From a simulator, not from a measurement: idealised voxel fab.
voxel trench capacitor: a process module
Cross-sectional view cut (width: 225 nm; square cell size: 5 nm).
The cross-sections in this document take the form of a grid made of square cells. They are written out as bands, in order from top to bottom. Each band consists of one or more rows of cells.
Band entry format. Leading values: height of top, height of bottom, nm. Remainder: materials in left-to-right order, each with its width in nm. Special words: "edge to edge" on a single material, which then fills the band edge to edge; "blank", empty space.
Zero point of the height axis is 0; under it, received wafer = one material. Lowest band: continues down indefinitely, "0..down".
Width "30->40": first value at the band's top row of cells, second value at its bottom row, equal change from row to row.
"no alteration" (step): cross-section cells unchanged, all of them.
Empty spaces counting at least 8 cells and having no open way to the top are listed in "Enclosed void listing". The notation width x height at distance is used for each, the distance being from the left edge and all three values in nm.
On each step's line, the part that comes after the settings is the simulator's own comment on the step.
"overlay nm" on a masked step: distance the mask lay right of its planned place, negative for left.

Below is the list of planned process steps
1. RECEIVE: material Si
2. CONFORMAL_DEP: material SiN, thk nm 5
3. MASKED_ETCH: tone open, mask id TRENCH, width nm 25, pitch nm 50, etch materials SiN, depth nm 5, overlay nm 0
4. MASKED_ETCH: tone open, mask id TRENCH, width nm 25, pitch nm 50, etch materials Si, depth nm 40, overlay nm 0
5. CONFORMAL_DEP: material HfO2, thk nm 5
6. CONFORMAL_DEP: material TiN, thk nm 5
7. FILL_DEP: material W, thk nm 5
8. CMP: height nm 5

First of two wafers, with the run carried out as planned

So this is the incoming wafer in cross-section - it's already been through step 1
0..down | Si edge to edge
Enclosed void listing: none

The wafer in cross-section once step 2 is complete
5..0 | SiN edge to edge
For the remainder of the cross-section, below 0, there is no change.

The wafer in cross-section once step 3 is complete
5..0 | SiN: 25 / blank: 25 / SiN: 25 / blank: 25 / SiN: 25 / blank: 25 / SiN: 25 / blank: 25 / SiN: 25
For the remainder of the cross-section, below 0, there is no change.

The wafer in cross-section once step 4 is complete
5..0 | SiN: 25 / blank: 25 / SiN: 25 / blank: 25 / SiN: 25 / blank: 25 / SiN: 25 / blank: 25 / SiN: 25
0..-40 | Si: 25 / blank: 25 / Si: 25 / blank: 25 / Si: 25 / blank: 25 / Si: 25 / blank: 25 / Si: 25
For the remainder of the cross-section, below -40, there is no change.

The wafer in cross-section once step 5 is complete
10..5 | HfO2: 30 / blank: 15 / HfO2: 35 / blank: 15 / HfO2: 35 / blank: 15 / HfO2: 35 / blank: 15 / HfO2: 30
5..0 | SiN: 25 / HfO2: 5 / blank: 15 / HfO2: 5 / SiN: 25 / HfO2: 5 / blank: 15 / HfO2: 5 / SiN: 25 / HfO2: 5 / blank: 15 / HfO2: 5 / SiN: 25 / HfO2: 5 / blank: 15 / HfO2: 5 / SiN: 25
0..-35 | Si: 25 / HfO2: 5 / blank: 15 / HfO2: 5 / Si: 25 / HfO2: 5 / blank: 15 / HfO2: 5 / Si: 25 / HfO2: 5 / blank: 15 / HfO2: 5 / Si: 25 / HfO2: 5 / blank: 15 / HfO2: 5 / Si: 25
-35..-40 | Si: 25 / HfO2: 25 / Si: 25 / HfO2: 25 / Si: 25 / HfO2: 25 / Si: 25 / HfO2: 25 / Si: 25
For the remainder of the cross-section, below -40, there is no change.

The wafer in cross-section once step 6 is complete
15..10 | TiN: 35 / blank: 5 / TiN: 45 / blank: 5 / TiN: 45 / blank: 5 / TiN: 45 / blank: 5 / TiN: 35
10..5 | HfO2: 30 / TiN: 5 / blank: 5 / TiN: 5 / HfO2: 35 / TiN: 5 / blank: 5 / TiN: 5 / HfO2: 35 / TiN: 5 / blank: 5 / TiN: 5 / HfO2: 35 / TiN: 5 / blank: 5 / TiN: 5 / HfO2: 30
5..0 | SiN: 25 / HfO2: 5 / TiN: 5 / blank: 5 / TiN: 5 / HfO2: 5 / SiN: 25 / HfO2: 5 / TiN: 5 / blank: 5 / TiN: 5 / HfO2: 5 / SiN: 25 / HfO2: 5 / TiN: 5 / blank: 5 / TiN: 5 / HfO2: 5 / SiN: 25 / HfO2: 5 / TiN: 5 / blank: 5 / TiN: 5 / HfO2: 5 / SiN: 25
0..-30 | Si: 25 / HfO2: 5 / TiN: 5 / blank: 5 / TiN: 5 / HfO2: 5 / Si: 25 / HfO2: 5 / TiN: 5 / blank: 5 / TiN: 5 / HfO2: 5 / Si: 25 / HfO2: 5 / TiN: 5 / blank: 5 / TiN: 5 / HfO2: 5 / Si: 25 / HfO2: 5 / TiN: 5 / blank: 5 / TiN: 5 / HfO2: 5 / Si: 25
-30..-35 | Si: 25 / HfO2: 5 / TiN: 15 / HfO2: 5 / Si: 25 / HfO2: 5 / TiN: 15 / HfO2: 5 / Si: 25 / HfO2: 5 / TiN: 15 / HfO2: 5 / Si: 25 / HfO2: 5 / TiN: 15 / HfO2: 5 / Si: 25
For the remainder of the cross-section, below -35, there is no change.

The wafer in cross-section once step 7 is complete
20..15 | W edge to edge
15..10 | TiN: 35 / W: 5 / TiN: 45 / W: 5 / TiN: 45 / W: 5 / TiN: 45 / W: 5 / TiN: 35
10..5 | HfO2: 30 / TiN: 5 / W: 5 / TiN: 5 / HfO2: 35 / TiN: 5 / W: 5 / TiN: 5 / HfO2: 35 / TiN: 5 / W: 5 / TiN: 5 / HfO2: 35 / TiN: 5 / W: 5 / TiN: 5 / HfO2: 30
5..0 | SiN: 25 / HfO2: 5 / TiN: 5 / W: 5 / TiN: 5 / HfO2: 5 / SiN: 25 / HfO2: 5 / TiN: 5 / W: 5 / TiN: 5 / HfO2: 5 / SiN: 25 / HfO2: 5 / TiN: 5 / W: 5 / TiN: 5 / HfO2: 5 / SiN: 25 / HfO2: 5 / TiN: 5 / W: 5 / TiN: 5 / HfO2: 5 / SiN: 25
0..-30 | Si: 25 / HfO2: 5 / TiN: 5 / W: 5 / TiN: 5 / HfO2: 5 / Si: 25 / HfO2: 5 / TiN: 5 / W: 5 / TiN: 5 / HfO2: 5 / Si: 25 / HfO2: 5 / TiN: 5 / W: 5 / TiN: 5 / HfO2: 5 / Si: 25 / HfO2: 5 / TiN: 5 / W: 5 / TiN: 5 / HfO2: 5 / Si: 25
For the remainder of the cross-section, below -30, there is no change.

The wafer in cross-section once step 8 is complete
5..0 | SiN: 25 / HfO2: 5 / TiN: 5 / W: 5 / TiN: 5 / HfO2: 5 / SiN: 25 / HfO2: 5 / TiN: 5 / W: 5 / TiN: 5 / HfO2: 5 / SiN: 25 / HfO2: 5 / TiN: 5 / W: 5 / TiN: 5 / HfO2: 5 / SiN: 25 / HfO2: 5 / TiN: 5 / W: 5 / TiN: 5 / HfO2: 5 / SiN: 25
For the remainder of the cross-section, below 0, there is no change.

Second wafer, same starting conditions and recipe as the first, one mistake in executing it, nothing differs from the first up to and including step 2

Cross-sectional representation of the second wafer at the time designated in the plan for the completion of step 3
5..0 | SiN: 30 / blank: 20 / SiN: 30 / blank: 20 / SiN: 30 / blank: 20 / SiN: 30 / blank: 20 / SiN: 25
For the remainder of the cross-section, below 0, there is no change.

Cross-sectional representation of the second wafer at the time designated in the plan for the completion of step 4
5..0 | SiN: 30 / blank: 20 / SiN: 30 / blank: 20 / SiN: 30 / blank: 20 / SiN: 30 / blank: 20 / SiN: 25
0..-40 | Si: 30 / blank: 20 / Si: 30 / blank: 20 / Si: 30 / blank: 20 / Si: 30 / blank: 20 / Si: 25
For the remainder of the cross-section, below -40, there is no change.

Cross-sectional representation of the second wafer at the time designated in the plan for the completion of step 5
10..5 | HfO2: 35 / blank: 10 / HfO2: 40 / blank: 10 / HfO2: 40 / blank: 10 / HfO2: 40 / blank: 10 / HfO2: 30
5..0 | SiN: 30 / HfO2: 5 / blank: 10 / HfO2: 5 / SiN: 30 / HfO2: 5 / blank: 10 / HfO2: 5 / SiN: 30 / HfO2: 5 / blank: 10 / HfO2: 5 / SiN: 30 / HfO2: 5 / blank: 10 / HfO2: 5 / SiN: 25
0..-35 | Si: 30 / HfO2: 5 / blank: 10 / HfO2: 5 / Si: 30 / HfO2: 5 / blank: 10 / HfO2: 5 / Si: 30 / HfO2: 5 / blank: 10 / HfO2: 5 / Si: 30 / HfO2: 5 / blank: 10 / HfO2: 5 / Si: 25
-35..-40 | Si: 30 / HfO2: 20 / Si: 30 / HfO2: 20 / Si: 30 / HfO2: 20 / Si: 30 / HfO2: 20 / Si: 25
For the remainder of the cross-section, below -40, there is no change.

Cross-sectional representation of the second wafer at the time designated in the plan for the completion of step 6
15..10 | TiN edge to edge
10..5 | HfO2: 35 / TiN: 10 / HfO2: 40 / TiN: 10 / HfO2: 40 / TiN: 10 / HfO2: 40 / TiN: 10 / HfO2: 30
5..0 | SiN: 30 / HfO2: 5 / TiN: 10 / HfO2: 5 / SiN: 30 / HfO2: 5 / TiN: 10 / HfO2: 5 / SiN: 30 / HfO2: 5 / TiN: 10 / HfO2: 5 / SiN: 30 / HfO2: 5 / TiN: 10 / HfO2: 5 / SiN: 25
0..-35 | Si: 30 / HfO2: 5 / TiN: 10 / HfO2: 5 / Si: 30 / HfO2: 5 / TiN: 10 / HfO2: 5 / Si: 30 / HfO2: 5 / TiN: 10 / HfO2: 5 / Si: 30 / HfO2: 5 / TiN: 10 / HfO2: 5 / Si: 25
For the remainder of the cross-section, below -35, there is no change.

Cross-sectional representation of the second wafer at the time designated in the plan for the completion of step 7
20..15 | W edge to edge
For the remainder of the cross-section, below 15, there is no change.

Cross-sectional representation of the second wafer at the time designated in the plan for the completion of step 8
5..0 | SiN: 30 / HfO2: 5 / TiN: 10 / HfO2: 5 / SiN: 30 / HfO2: 5 / TiN: 10 / HfO2: 5 / SiN: 30 / HfO2: 5 / TiN: 10 / HfO2: 5 / SiN: 30 / HfO2: 5 / TiN: 10 / HfO2: 5 / SiN: 25
For the remainder of the cross-section, below 0, there is no change.
Which mistake was made when the wafer was run? step 3 went in with a setting other than planned; the actual run was MASKED_ETCH: tone open, mask id TRENCH, width nm 20, pitch nm 50, etch materials SiN, depth nm 5, overlay nm 0
Count the cells at the end and the second wafer has more or fewer of some materials than the first: HfO2 -4, Si +32, SiN +4, TiN -4, W -28
